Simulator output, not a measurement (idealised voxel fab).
process module | voxel self aligned contacts
cross-section cut | 220 nm wide | cells 5 nm
A cross-section is a grid of square cells, given in bands from the top down. A band is one or more rows of cells.
Each band's line starts with the height of the band's top and of its bottom, in nm. Then come its materials from left to right, each with its width in nm. One material with "throughout" fills the band from edge to edge. "air" is empty space.
Height 0 is the level under which the wafer as received is all one material. The lowest band goes on downwards, as in "0 down".
A width such as "30 to 40" changes by the same amount from each row of cells to the next, from the band's top row to its bottom row.
"no change" after a step means that no cell of the cross-section changed.
closed voids: empty space of 8 cells or more with no open way to the top, each as width x height at its distance from the left edge, in nm
after a step's settings: what the simulator itself notes on the step
overlay nm, on a step with a mask: how far to the right of its planned place the mask lay; to the left if negative
plan
1 op RECEIVE | material Si
2 op CONFORMAL_DEP | material SiO2 | thk nm 5
3 op DIRECTIONAL_DEP | material polySi | thk nm 25
4 op DIRECTIONAL_DEP | material SiN | thk nm 15
5 op MASKED_ETCH | tone cover | mask id GATE | width nm 35 | pitch nm 70 | etch materials SiN | depth nm 15 | overlay nm 0
6 op MASKED_ETCH | tone cover | mask id GATE | width nm 35 | pitch nm 70 | etch materials polySi | depth nm 25 | overlay nm 0
7 op CONFORMAL_DEP | material SiN | thk nm 5
8 op DIRECTIONAL_ETCH | etch materials SiN | depth nm 5
9 op FILL_DEP | material SiO2 | thk nm 10
10 op CMP | height nm 50
11 op PATTERN | tone open | mask id CONTACT | material resist | width nm 45 | thk nm 15 | overlay nm 0
12 op DIRECTIONAL_ETCH | etch materials SiO2 | depth nm 50
13 op STRIP | etch materials resist
14 op CONFORMAL_DEP | material TiN | thk nm 5
15 op FILL_DEP | material Ru | thk nm 10
16 op CMP | height nm 50
17 op CONFORMAL_DEP | material SiN | thk nm 5
first wafer, as planned
as received, after step 1
  0 down: Si throughout
  closed voids: none
after step 2
  5 to 0: SiO2 throughout
  below 0: unchanged
after step 3
  30 to 5: polySi throughout
  below 5: unchanged
after step 4
  45 to 30: SiN throughout
  below 30: unchanged
after step 5
  45 to 30: air 55 | SiN 35 | air 35 | SiN 35 | air 60
  below 30: unchanged
after step 6
  45 to 30: air 55 | SiN 35 | air 35 | SiN 35 | air 60
  30 to 5: air 55 | polySi 35 | air 35 | polySi 35 | air 60
  below 5: unchanged
after step 7
  50 to 30: air 50 | SiN 45 | air 25 | SiN 45 | air 55
  30 to 10: air 50 | SiN 5 | polySi 35 | SiN 5 | air 25 | SiN 5 | polySi 35 | SiN 5 | air 55
  10 to 5: SiN 55 | polySi 35 | SiN 35 | polySi 35 | SiN 60
  below 5: unchanged
after step 8
  45 to 30: air 50 | SiN 45 | air 25 | SiN 45 | air 55
  30 to 5: air 50 | SiN 5 | polySi 35 | SiN 5 | air 25 | SiN 5 | polySi 35 | SiN 5 | air 55
  below 5: unchanged
after step 9
  55 to 45: SiO2 throughout
  45 to 30: SiO2 50 | SiN 45 | SiO2 25 | SiN 45 | SiO2 55
  30 to 5: SiO2 50 | SiN 5 | polySi 35 | SiN 5 | SiO2 25 | SiN 5 | polySi 35 | SiN 5 | SiO2 55
  below 5: unchanged
after step 10
  50 to 45: SiO2 throughout
  below 45: unchanged
after step 11
  65 to 50: resist 85 | air 45 | resist 90
  below 50: unchanged
after step 12
  65 to 50: resist 85 | air 45 | resist 90
  50 to 45: SiO2 85 | air 45 | SiO2 90
  45 to 30: SiO2 50 | SiN 45 | air 25 | SiN 45 | SiO2 55
  30 to 5: SiO2 50 | SiN 5 | polySi 35 | SiN 5 | air 25 | SiN 5 | polySi 35 | SiN 5 | SiO2 55
  5 to 0: SiO2 95 | air 25 | SiO2 100
  below 0: unchanged
after step 13
  50 to 45: SiO2 85 | air 45 | SiO2 90
  below 45: unchanged
after step 14
  55 to 50: TiN 90 | air 35 | TiN 95
  50 to 45: SiO2 85 | TiN 15 | air 15 | TiN 15 | SiO2 90
  45 to 30: SiO2 50 | SiN 45 | TiN 5 | air 15 | TiN 5 | SiN 45 | SiO2 55
  30 to 5: SiO2 50 | SiN 5 | polySi 35 | SiN 5 | TiN 5 | air 15 | TiN 5 | SiN 5 | polySi 35 | SiN 5 | SiO2 55
  5 to 0: SiO2 95 | TiN 25 | SiO2 100
  below 0: unchanged
after step 15
  65 to 55: Ru throughout
  55 to 50: TiN 90 | Ru 35 | TiN 95
  50 to 45: SiO2 85 | TiN 15 | Ru 15 | TiN 15 | SiO2 90
  45 to 30: SiO2 50 | SiN 45 | TiN 5 | Ru 15 | TiN 5 | SiN 45 | SiO2 55
  30 to 5: SiO2 50 | SiN 5 | polySi 35 | SiN 5 | TiN 5 | Ru 15 | TiN 5 | SiN 5 | polySi 35 | SiN 5 | SiO2 55
  below 5: unchanged
after step 16
  50 to 45: SiO2 85 | TiN 15 | Ru 15 | TiN 15 | SiO2 90
  below 45: unchanged
after step 17
  55 to 50: SiN throughout
  below 50: unchanged
second wafer: like start, like plan, one mistake. Through step 4 it matches the first wafer
when step 5 should have ended
  45 to 30: air 50 | SiN 45 | air 25 | SiN 45 | air 55
  below 30: unchanged
when step 6 should have ended
  45 to 30: air 50 | SiN 45 | air 25 | SiN 45 | air 55
  30 to 5: air 50 | polySi 45 | air 25 | polySi 45 | air 55
  below 5: unchanged
when step 7 should have ended
  50 to 30: air 45 | SiN 55 | air 15 | SiN 55 | air 50
  30 to 10: air 45 | SiN 5 | polySi 45 | SiN 5 | air 15 | SiN 5 | polySi 45 | SiN 5 | air 50
  10 to 5: SiN 50 | polySi 45 | SiN 25 | polySi 45 | SiN 55
  below 5: unchanged
when step 8 should have ended
  45 to 30: air 45 | SiN 55 | air 15 | SiN 55 | air 50
  30 to 5: air 45 | SiN 5 | polySi 45 | SiN 5 | air 15 | SiN 5 | polySi 45 | SiN 5 | air 50
  below 5: unchanged
when step 9 should have ended
  55 to 45: SiO2 throughout
  45 to 30: SiO2 45 | SiN 55 | SiO2 15 | SiN 55 | SiO2 50
  30 to 5: SiO2 45 | SiN 5 | polySi 45 | SiN 5 | SiO2 15 | SiN 5 | polySi 45 | SiN 5 | SiO2 50
  below 5: unchanged
when step 10 should have ended
  50 to 45: SiO2 throughout
  below 45: unchanged
when step 11 should have ended
  65 to 50: resist 85 | air 45 | resist 90
  below 50: unchanged
when step 12 should have ended
  65 to 50: resist 85 | air 45 | resist 90
  50 to 45: SiO2 85 | air 45 | SiO2 90
  45 to 30: SiO2 45 | SiN 55 | air 15 | SiN 55 | SiO2 50
  30 to 5: SiO2 45 | SiN 5 | polySi 45 | SiN 5 | air 15 | SiN 5 | polySi 45 | SiN 5 | SiO2 50
  5 to 0: SiO2 100 | air 15 | SiO2 105
  below 0: unchanged
when step 13 should have ended
  50 to 45: SiO2 85 | air 45 | SiO2 90
  below 45: unchanged
when step 14 should have ended
  55 to 50: TiN 90 | air 35 | TiN 95
  50 to 45: SiO2 85 | TiN 20 | air 5 | TiN 20 | SiO2 90
  45 to 30: SiO2 45 | SiN 55 | TiN 5 | air 5 | TiN 5 | SiN 55 | SiO2 50
  30 to 5: SiO2 45 | SiN 5 | polySi 45 | SiN 5 | TiN 5 | air 5 | TiN 5 | SiN 5 | polySi 45 | SiN 5 | SiO2 50
  5 to 0: SiO2 100 | TiN 15 | SiO2 105
  below 0: unchanged
when step 15 should have ended
  65 to 55: Ru throughout
  55 to 50: TiN 90 | Ru 35 | TiN 95
  50 to 45: SiO2 85 | TiN 20 | Ru 5 | TiN 20 | SiO2 90
  45 to 30: SiO2 45 | SiN 55 | TiN 5 | Ru 5 | TiN 5 | SiN 55 | SiO2 50
  30 to 5: SiO2 45 | SiN 5 | polySi 45 | SiN 5 | TiN 5 | Ru 5 | TiN 5 | SiN 5 | polySi 45 | SiN 5 | SiO2 50
  below 5: unchanged
when step 16 should have ended
  50 to 45: SiO2 85 | TiN 20 | Ru 5 | TiN 20 | SiO2 90
  below 45: unchanged
when step 17 should have ended
  55 to 50: SiN throughout
  below 50: unchanged
what went wrong: step 5 ran as: op MASKED_ETCH | tone cover | mask id GATE | width nm 45 | pitch nm 70 | etch materials SiN | depth nm 15 | overlay nm 0
at the end the second wafer has, in cells: 18 fewer of Ru | 12 more of SiN | 14 fewer of SiO2 | 20 more of polySi
